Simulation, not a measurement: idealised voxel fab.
Module name: voxel ribs on slabs (process module)
Xsec cut, 175 nm wide, square cell size 5 nm.
In what follows, cross-sections appear as grids of square cells, described through bands that run from the top down, where every band is one or more rows of cells.
A band entry consists of two parts. The first gives the height of the band's top and the height of its bottom, in nm. The rest lists the band's materials from left to right, each with its width in nm. A single material labelled with the word "edge to edge" fills the band from edge to edge, and the word "blank" marks empty space.
Heights are reckoned from 0. Under this level, the received wafer is all of one material. The bottommost band is open-ended downward, for example "0 down".
The two numbers in a width such as "30 to 40" mark its ends across the band: the first belongs to the top row of cells, the second to the bottom row, and from each row to the next the width moves by the same amount.
When a step is marked "no change", none of the cells in the cross-section changed during that step.
The entry titled "Closed cavities" provides the empty spaces that have no open way to the top, restricted to those of 8 cells or more. Each is presented as width x height at distance, the distance being measured from the left edge, with all three in nm.
Whatever follows a step's settings on its line is a remark the simulator itself makes about that step.
Each step line may optionally specify "overlay nm", which for a step with a mask gives the rightward distance between the mask's planned place and where it lay, a negative value indicating the leftward direction.

BELOW IS THE LIST OF PLANNED PROCESS STEPS
1. op RECEIVE | material Si
2. op DIRECTIONAL_DEP | material SiO2 | thk nm 25
3. op DIRECTIONAL_DEP | material SiN | thk nm 15
4. op MASKED_ETCH | tone cover | mask id RIB | width nm 30 | etch materials SiN | depth nm 10 | overlay nm 0
5. op DIRECTIONAL_DEP | material aC | thk nm 10
6. op PATTERN | tone cover | mask id SLAB | material resist | width nm 60 | thk nm 30 | overlay nm 0
7. op DIRECTIONAL_ETCH | etch materials aC | depth nm 10
8. op STRIP | etch materials resist
9. op DIRECTIONAL_ETCH | etch materials SiN | depth nm 5
10. op STRIP | etch materials aC
11. op FILL_DEP | material SiO2 | thk nm 20
12. op CMP | height nm 55
13. op DIRECTIONAL_DEP | material TiN | thk nm 10
14. op MASKED_ETCH | tone cover | mask id HEATER | width nm 40 | etch materials TiN | depth nm 10 | overlay nm 0
15. op CONFORMAL_DEP | material SiN | thk nm 10

FIRST OF TWO WAFERS: RUN AS PLANNED

CROSS-SECTION OF THE WAFER AT RECEIPT, WHICH IS THE CONDITION AFTER STEP 1
	0 down = Si edge to edge
	Closed cavities: none

SECTIONAL VIEW: WAFER, AFTER STEP 2
	25 to 0 = SiO2 edge to edge
	Nothing below the height 0 has changed.

SECTIONAL VIEW: WAFER, AFTER STEP 3
	40 to 25 = SiN edge to edge
	Nothing below the height 25 has changed.

SECTIONAL VIEW: WAFER, AFTER STEP 4
	40 to 30 = 70 nm blank / 30 nm SiN / 75 nm blank
	Nothing below the height 30 has changed.

SECTIONAL VIEW: WAFER, AFTER STEP 5
	50 to 40 = 70 nm blank / 30 nm aC / 75 nm blank
	40 to 30 = 70 nm aC / 30 nm SiN / 75 nm aC
	Nothing below the height 30 has changed.

SECTIONAL VIEW: WAFER, AFTER STEP 6
	80 to 50 = 55 nm blank / 60 nm resist / 60 nm blank
	50 to 40 = 55 nm blank / 15 nm resist / 30 nm aC / 15 nm resist / 60 nm blank
	Nothing below the height 40 has changed.

SECTIONAL VIEW: WAFER, AFTER STEP 7
	70 to 50 = 55 nm blank / 60 nm resist / 60 nm blank
	50 to 40 = 55 nm blank / 15 nm resist / 30 nm aC / 15 nm resist / 60 nm blank
	40 to 30 = 55 nm blank / 15 nm aC / 30 nm SiN / 15 nm aC / 60 nm blank
	Nothing below the height 30 has changed.

SECTIONAL VIEW: WAFER, AFTER STEP 8
	50 to 40 = 70 nm blank / 30 nm aC / 75 nm blank
	Nothing below the height 40 has changed.

SECTIONAL VIEW: WAFER, AFTER STEP 9
	50 to 40 = 70 nm blank / 30 nm aC / 75 nm blank
	40 to 30 = 55 nm blank / 15 nm aC / 30 nm SiN / 15 nm aC / 60 nm blank
	30 to 25 = 55 nm blank / 60 nm SiN / 60 nm blank
	Nothing below the height 25 has changed.

SECTIONAL VIEW: WAFER, AFTER STEP 10
	40 to 30 = 70 nm blank / 30 nm SiN / 75 nm blank
	Nothing below the height 30 has changed.

SECTIONAL VIEW: WAFER, AFTER STEP 11
	60 to 40 = SiO2 edge to edge
	40 to 30 = 70 nm SiO2 / 30 nm SiN / 75 nm SiO2
	30 to 25 = 55 nm SiO2 / 60 nm SiN / 60 nm SiO2
	Nothing below the height 25 has changed.

SECTIONAL VIEW: WAFER, AFTER STEP 12
	55 to 40 = SiO2 edge to edge
	Nothing below the height 40 has changed.

SECTIONAL VIEW: WAFER, AFTER STEP 13
	65 to 55 = TiN edge to edge
	Nothing below the height 55 has changed.

SECTIONAL VIEW: WAFER, AFTER STEP 14
	65 to 55 = 65 nm blank / 40 nm TiN / 70 nm blank
	Nothing below the height 55 has changed.

SECTIONAL VIEW: WAFER, AFTER STEP 15
	75 to 65 = 55 nm blank / 60 nm SiN / 60 nm blank
	65 to 55 = 65 nm SiN / 40 nm TiN / 70 nm SiN
	Nothing below the height 55 has changed.

THE SECOND WAFER: IDENTICAL TO THE FIRST AT THE OUTSET AND IN ITS PLANNED SEQUENCE, DIFFERING ONLY IN THAT ONE MISTAKE WAS MADE DURING PROCESSING; UP TO AND INCLUDING STEP 1, ITS PATH IS THE FIRST WAFER'S PATH

X-SECTION, SECOND WAFER, WHEN STEP 2 WAS DUE TO FINISH
	15 to 0 = SiN edge to edge
	Nothing below the height 0 has changed.

X-SECTION, SECOND WAFER, WHEN STEP 3 WAS DUE TO FINISH
	40 to 15 = SiO2 edge to edge
	Nothing below the height 15 has changed.

X-section, second wafer, when step 4 was due to finish: no change

X-SECTION, SECOND WAFER, WHEN STEP 5 WAS DUE TO FINISH
	50 to 40 = aC edge to edge
	Nothing below the height 40 has changed.

X-SECTION, SECOND WAFER, WHEN STEP 6 WAS DUE TO FINISH
	80 to 50 = 55 nm blank / 60 nm resist / 60 nm blank
	Nothing below the height 50 has changed.

X-SECTION, SECOND WAFER, WHEN STEP 7 WAS DUE TO FINISH
	70 to 50 = 55 nm blank / 60 nm resist / 60 nm blank
	50 to 40 = 55 nm blank / 60 nm aC / 60 nm blank
	Nothing below the height 40 has changed.

X-SECTION, SECOND WAFER, WHEN STEP 8 WAS DUE TO FINISH
	50 to 40 = 55 nm blank / 60 nm aC / 60 nm blank
	Nothing below the height 40 has changed.

X-section, second wafer, when step 9 was due to finish: no change

X-SECTION, SECOND WAFER, WHEN STEP 10 WAS DUE TO FINISH
	40 to 15 = SiO2 edge to edge
	Nothing below the height 15 has changed.

X-SECTION, SECOND WAFER, WHEN STEP 11 WAS DUE TO FINISH
	60 to 15 = SiO2 edge to edge
	Nothing below the height 15 has changed.

X-SECTION, SECOND WAFER, WHEN STEP 12 WAS DUE TO FINISH
	55 to 15 = SiO2 edge to edge
	Nothing below the height 15 has changed.

X-SECTION, SECOND WAFER, WHEN STEP 13 WAS DUE TO FINISH
	65 to 55 = TiN edge to edge
	Nothing below the height 55 has changed.

X-SECTION, SECOND WAFER, WHEN STEP 14 WAS DUE TO FINISH
	65 to 55 = 65 nm blank / 40 nm TiN / 70 nm blank
	Nothing below the height 55 has changed.

X-SECTION, SECOND WAFER, WHEN STEP 15 WAS DUE TO FINISH
	75 to 65 = 55 nm blank / 60 nm SiN / 60 nm blank
	65 to 55 = 65 nm SiN / 40 nm TiN / 70 nm SiN
	Nothing below the height 55 has changed.
Short version of what went wrong: plan vs actual: 2 and 3 interchanged
Final tally in cells, some materials are higher or lower on the second wafer than on the first: +81 SiN, -81 SiO2
